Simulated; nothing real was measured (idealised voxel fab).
process module | voxel ribs on slabs
cross-section cut | 235 nm wide | cells 5 nm
A cross-section is a grid of square cells, given in bands from the top down. A band is one or more rows of cells.
Each band's line starts with the height of the band's top and of its bottom, in nm. Then come its materials from left to right, each with its width in nm. One material with "throughout" fills the band from edge to edge. "air" is empty space.
Height 0 is the level under which the wafer as received is all one material. The lowest band goes on downwards, as in "0 down".
A width such as "30 to 40" changes by the same amount from each row of cells to the next, from the band's top row to its bottom row.
"no change" after a step means that no cell of the cross-section changed.
closed voids: empty space of 8 cells or more with no open way to the top, each as width x height at its distance from the left edge, in nm
after a step's settings: what the simulator itself notes on the step
overlay nm, on a step with a mask: how far to the right of its planned place the mask lay; to the left if negative
plan
1 op RECEIVE | material Si
2 op DIRECTIONAL_DEP | material SiO2 | thk nm 25
3 op DIRECTIONAL_DEP | material polySi | thk nm 20
4 op DIRECTIONAL_DEP | material aC | thk nm 10
5 op PATTERN | tone cover | mask id RIB | material resist | width nm 30 | thk nm 25 | overlay nm 0
6 op DIRECTIONAL_ETCH | etch materials aC | depth nm 10
7 op STRIP | etch materials resist
8 op DIRECTIONAL_ETCH | etch materials polySi | depth nm 10
9 op STRIP | etch materials aC
10 op MASKED_ETCH | tone cover | mask id SLAB | width nm 80 | etch materials polySi | depth nm 10 | overlay nm 0
11 op FILL_DEP | material SiO2 | thk nm 25
12 op CMP | height nm 50
13 op DIRECTIONAL_DEP | material TiN | thk nm 5
14 op PATTERN | tone cover | mask id HEATER | material resist | width nm 40 | thk nm 15 | overlay nm 0
15 op DIRECTIONAL_ETCH | etch materials TiN | depth nm 5
16 op STRIP | etch materials resist
17 op CONFORMAL_DEP | material SiO2 | thk nm 5
varied across the wafers: height nm of step 12. The plan shows the first wafer's value. All wafers start alike
first wafer as received, after step 1
  0 down: Si throughout
  closed voids: none
first wafer at the end, after step 17
  60 to 55: air 90 | SiO2 50 | air 95
  55 to 50: SiO2 95 | TiN 40 | SiO2 100
  50 to 45: SiO2 throughout
  45 to 35: SiO2 100 | polySi 30 | SiO2 105
  35 to 25: SiO2 75 | polySi 80 | SiO2 80
  25 to 0: SiO2 throughout
  0 down: Si throughout
  closed voids: none
last wafer at the end
  80 to 75: air 90 | SiO2 50 | air 95
  75 to 70: SiO2 95 | TiN 40 | SiO2 100
  70 to 45: SiO2 throughout
  45 to 35: SiO2 100 | polySi 30 | SiO2 105
  35 to 25: SiO2 75 | polySi 80 | SiO2 80
  25 to 0: SiO2 throughout
  0 down: Si throughout
  closed voids: none
each wafer at the end: cells of each material gained (+) or lost (-) since it was received, then its closed voids
height nm 50 | +475 SiO2 | +8 TiN | +44 polySi | closed voids: none
height nm 55 | +522 SiO2 | +8 TiN | +44 polySi | closed voids: none
height nm 60 | +569 SiO2 | +8 TiN | +44 polySi | closed voids: none
height nm 65 | +616 SiO2 | +8 TiN | +44 polySi | closed voids: none
height nm 70 | +663 SiO2 | +8 TiN | +44 polySi | closed voids: none
